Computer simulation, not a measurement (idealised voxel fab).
process module | voxel self aligned vias
cross-section cut | 215 nm wide | cells 5 nm
A cross-section is a grid of square cells, given in bands from the top down. A band is one or more rows of cells.
Each band's line starts with the height of the band's top and of its bottom, in nm. Then come its materials from left to right, each with its width in nm. One material with "throughout" fills the band from edge to edge. "air" is empty space.
Height 0 is the level under which the wafer as received is all one material. The lowest band goes on downwards, as in "0 down".
A width such as "30 to 40" changes by the same amount from each row of cells to the next, from the band's top row to its bottom row.
"no change" after a step means that no cell of the cross-section changed.
closed voids: empty space of 8 cells or more with no open way to the top, each as width x height at its distance from the left edge, in nm
after a step's settings: what the simulator itself notes on the step
overlay nm, on a step with a mask: how far to the right of its planned place the mask lay; to the left if negative
plan
1 op RECEIVE | material Si
2 op CONFORMAL_DEP | material SiO2 | thk nm 15
3 op CONFORMAL_DEP | material SiCN | thk nm 5
4 op DIRECTIONAL_DEP | material SiO2 | thk nm 30
5 op DIRECTIONAL_DEP | material aC | thk nm 15
6 op PATTERN | tone open | mask id LINES | material resist | width nm 25 | pitch nm 65 | thk nm 30 | overlay nm 0
7 op DIRECTIONAL_ETCH | etch materials aC | depth nm 15
8 op STRIP | etch materials resist
9 op DIRECTIONAL_ETCH | etch materials SiO2 | depth nm 30
10 op STRIP | etch materials aC
11 op CONFORMAL_DEP | material TiN | thk nm 5
12 op FILL_DEP | material Ru | thk nm 5
13 op CMP | height nm 50
14 op SELECTIVE_ETCH | etch materials W Ru TiN | depth nm 5
15 op FILL_DEP | material SiN | thk nm 10
16 op CMP | height nm 50
17 op DIRECTIONAL_DEP | material SiO2 | thk nm 20
18 op PATTERN | tone open | mask id VIAS | material resist | width nm 35 | pitch nm 65 | thk nm 15 | overlay nm 0
19 op DIRECTIONAL_ETCH | etch materials SiO2 | depth nm 20
20 op DIRECTIONAL_ETCH | etch materials SiN | depth nm 5
21 op STRIP | etch materials resist
22 op CONFORMAL_DEP | material TiN | thk nm 5
23 op FILL_DEP | material W | thk nm 10
24 op CMP | height nm 70
25 op CONFORMAL_DEP | material SiCN | thk nm 5
as received, after step 1
  0 down: Si throughout
  closed voids: none
a wafer at the end: this start, this plan, one mistake
  75 to 70: SiCN throughout
  70 to 55: SiO2 25 | TiN 5 | W 25 | TiN 5 | SiO2 30 | TiN 5 | W 25 | TiN 5 | SiO2 30 | TiN 5 | W 25 | TiN 5 | SiO2 25
  55 to 50: SiO2 25 | TiN 15 | W 10 | TiN 10 | SiO2 30 | TiN 15 | W 10 | TiN 10 | SiO2 30 | TiN 15 | W 10 | TiN 10 | SiO2 25
  50 to 45: SiO2 35 | TiN 20 | SiO2 45 | TiN 20 | SiO2 45 | TiN 20 | SiO2 30
  45 to 25: SiO2 35 | TiN 5 | Ru 10 | TiN 5 | SiO2 45 | TiN 5 | Ru 10 | TiN 5 | SiO2 45 | TiN 5 | Ru 10 | TiN 5 | SiO2 30
  25 to 20: SiO2 35 | TiN 20 | SiO2 45 | TiN 20 | SiO2 45 | TiN 20 | SiO2 30
  20 to 15: SiCN throughout
  15 to 0: SiO2 throughout
  0 down: Si throughout
  closed voids: none
what went wrong: step 6 ran as: op PATTERN | tone open | mask id LINES | material resist | width nm 20 | pitch nm 65 | thk nm 30 | overlay nm 0
